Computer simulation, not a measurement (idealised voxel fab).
The name of this process module is voxel trench capacitor.
It is cross-section cut that appears here, measuring 160 nm in width, its square cells being 5 nm in size.
A cross-section in this document is a grid of square cells, and it is written down as bands, the top band listed before the ones below it; a band is made up of one or more rows of cells. Band: top and bottom heights (nm) first, top before bottom; then materials from left to right, widths in nm. "throughout" marks a sole material filling the band edge to edge. "blank" denotes empty space. Heights from 0 (as-received wafer is one material below). Bottom band endless downward, as "0 -> down". A two-number width, for instance "30->40", indicates that the width is equal to the first number in the top row of the band and to the second number in the bottom row, and that it changes by a constant amount per row of cells. When a step is marked "remains unaltered", none of the cells in the cross-section changed during that step. Listed in "Closed voids list": every empty space of 8 or more cells without an open way to the top. Form: width x height at distance, the distance being from the left edge, all in nm. after a step's settings: what the simulator itself notes on the step. overlay nm: for a step with a mask, the amount by which the mask lay right of where it was planned; a negative amount means left of it.
The process steps that were planned are listed below
| 1 | RECEIVE,material Si |
| 2 | CONFORMAL_DEP,material SiN,thk nm 5 |
| 3 | DIRECTIONAL_DEP,material aC,thk nm 15 |
| 4 | PATTERN,tone open,mask id TRENCH,material resist,width nm 20,pitch nm 40,thk nm 35,overlay nm 0 |
| 5 | DIRECTIONAL_ETCH,etch materials aC,depth nm 15 |
| 6 | STRIP,etch materials resist |
| 7 | DIRECTIONAL_ETCH,etch materials SiN,depth nm 5 |
| 8 | DIRECTIONAL_ETCH,etch materials Si,depth nm 30 |
| 9 | STRIP,etch materials aC |
| 10 | CONFORMAL_DEP,material SiO2,thk nm 5 |
| 11 | FILL_DEP,material polySi,thk nm 10 |
| 12 | CMP,height nm 5 |
The following pertains to the first of two wafers, which was processed as planned
Delivered wafer in cross-section: state after step 1
    0 -> down = Si throughout
    Closed voids list: none
Step 2 complete: cross-section through the wafer
    5 -> 0 = SiN throughout
    Whatever lies below 0 is exactly as it was before.
Step 3 complete: cross-section through the wafer
    20 -> 5 = aC throughout
    Whatever lies below 5 is exactly as it was before.
Step 4 complete: cross-section through the wafer
    55 -> 20 = resist=30  blank=20  resist=20  blank=20  resist=20  blank=20  resist=30
    Whatever lies below 20 is exactly as it was before.
Step 5 complete: cross-section through the wafer
    40 -> 20 = resist=30  blank=20  resist=20  blank=20  resist=20  blank=20  resist=30
    20 -> 5 = aC=30  blank=20  aC=20  blank=20  aC=20  blank=20  aC=30
    Whatever lies below 5 is exactly as it was before.
Step 6 complete: cross-section through the wafer
    20 -> 5 = aC=30  blank=20  aC=20  blank=20  aC=20  blank=20  aC=30
    Whatever lies below 5 is exactly as it was before.
Step 7 complete: cross-section through the wafer
    20 -> 5 = aC=30  blank=20  aC=20  blank=20  aC=20  blank=20  aC=30
    5 -> 0 = SiN=30  blank=20  SiN=20  blank=20  SiN=20  blank=20  SiN=30
    Whatever lies below 0 is exactly as it was before.
Step 8 complete: cross-section through the wafer
    20 -> 5 = aC=30  blank=20  aC=20  blank=20  aC=20  blank=20  aC=30
    5 -> 0 = SiN=30  blank=20  SiN=20  blank=20  SiN=20  blank=20  SiN=30
    0 -> -30 = Si=30  blank=20  Si=20  blank=20  Si=20  blank=20  Si=30
    Whatever lies below -30 is exactly as it was before.
Step 9 complete: cross-section through the wafer
    5 -> 0 = SiN=30  blank=20  SiN=20  blank=20  SiN=20  blank=20  SiN=30
    Whatever lies below 0 is exactly as it was before.
Step 10 complete: cross-section through the wafer
    10 -> 5 = SiO2=35  blank=10  SiO2=30  blank=10  SiO2=30  blank=10  SiO2=35
    5 -> 0 = SiN=30  SiO2=5  blank=10  SiO2=5  SiN=20  SiO2=5  blank=10  SiO2=5  SiN=20  SiO2=5  blank=10  SiO2=5  SiN=30
    0 -> -25 = Si=30  SiO2=5  blank=10  SiO2=5  Si=20  SiO2=5  blank=10  SiO2=5  Si=20  SiO2=5  blank=10  SiO2=5  Si=30
    -25 -> -30 = Si=30  SiO2=20  Si=20  SiO2=20  Si=20  SiO2=20  Si=30
    Whatever lies below -30 is exactly as it was before.
Step 11 complete: cross-section through the wafer
    20 -> 10 = polySi throughout
    10 -> 5 = SiO2=35  polySi=10  SiO2=30  polySi=10  SiO2=30  polySi=10  SiO2=35
    5 -> 0 = SiN=30  SiO2=5  polySi=10  SiO2=5  SiN=20  SiO2=5  polySi=10  SiO2=5  SiN=20  SiO2=5  polySi=10  SiO2=5  SiN=30
    0 -> -25 = Si=30  SiO2=5  polySi=10  SiO2=5  Si=20  SiO2=5  polySi=10  SiO2=5  Si=20  SiO2=5  polySi=10  SiO2=5  Si=30
    Whatever lies below -25 is exactly as it was before.
Step 12 complete: cross-section through the wafer
    5 -> 0 = SiN=30  SiO2=5  polySi=10  SiO2=5  SiN=20  SiO2=5  polySi=10  SiO2=5  SiN=20  SiO2=5  polySi=10  SiO2=5  SiN=30
    Whatever lies below 0 is exactly as it was before.
Second of two: same start, same plan, one run error; steps up to and including 7 match the first
The second wafer in cross-section, at the planned close of step 8
    20 -> 5 = aC=30  blank=20  aC=20  blank=20  aC=20  blank=20  aC=30
    5 -> 0 = SiN=30  blank=20  SiN=20  blank=20  SiN=20  blank=20  SiN=30
    0 -> -60 = Si=30  blank=20  Si=20  blank=20  Si=20  blank=20  Si=30
    Whatever lies below -60 is exactly as it was before.
The second wafer in cross-section, at the planned close of step 9
    5 -> 0 = SiN=30  blank=20  SiN=20  blank=20  SiN=20  blank=20  SiN=30
    Whatever lies below 0 is exactly as it was before.
The second wafer in cross-section, at the planned close of step 10
    10 -> 5 = SiO2=35  blank=10  SiO2=30  blank=10  SiO2=30  blank=10  SiO2=35
    5 -> 0 = SiN=30  SiO2=5  blank=10  SiO2=5  SiN=20  SiO2=5  blank=10  SiO2=5  SiN=20  SiO2=5  blank=10  SiO2=5  SiN=30
    0 -> -55 = Si=30  SiO2=5  blank=10  SiO2=5  Si=20  SiO2=5  blank=10  SiO2=5  Si=20  SiO2=5  blank=10  SiO2=5  Si=30
    -55 -> -60 = Si=30  SiO2=20  Si=20  SiO2=20  Si=20  SiO2=20  Si=30
    Whatever lies below -60 is exactly as it was before.
The second wafer in cross-section, at the planned close of step 11
    20 -> 10 = polySi throughout
    10 -> 5 = SiO2=35  polySi=10  SiO2=30  polySi=10  SiO2=30  polySi=10  SiO2=35
    5 -> 0 = SiN=30  SiO2=5  polySi=10  SiO2=5  SiN=20  SiO2=5  polySi=10  SiO2=5  SiN=20  SiO2=5  polySi=10  SiO2=5  SiN=30
    0 -> -55 = Si=30  SiO2=5  polySi=10  SiO2=5  Si=20  SiO2=5  polySi=10  SiO2=5  Si=20  SiO2=5  polySi=10  SiO2=5  Si=30
    Whatever lies below -55 is exactly as it was before.
The second wafer in cross-section, at the planned close of step 12
    5 -> 0 = SiN=30  SiO2=5  polySi=10  SiO2=5  SiN=20  SiO2=5  polySi=10  SiO2=5  SiN=20  SiO2=5  polySi=10  SiO2=5  SiN=30
    Whatever lies below 0 is exactly as it was before.
Here's what went sideways: step 8 of the plan was twice carried out
The closing comparison, in cells, has the second wafer with more or fewer of some materials than the first: Si: 72 fewer | SiO2: 36 more | polySi: 36 more
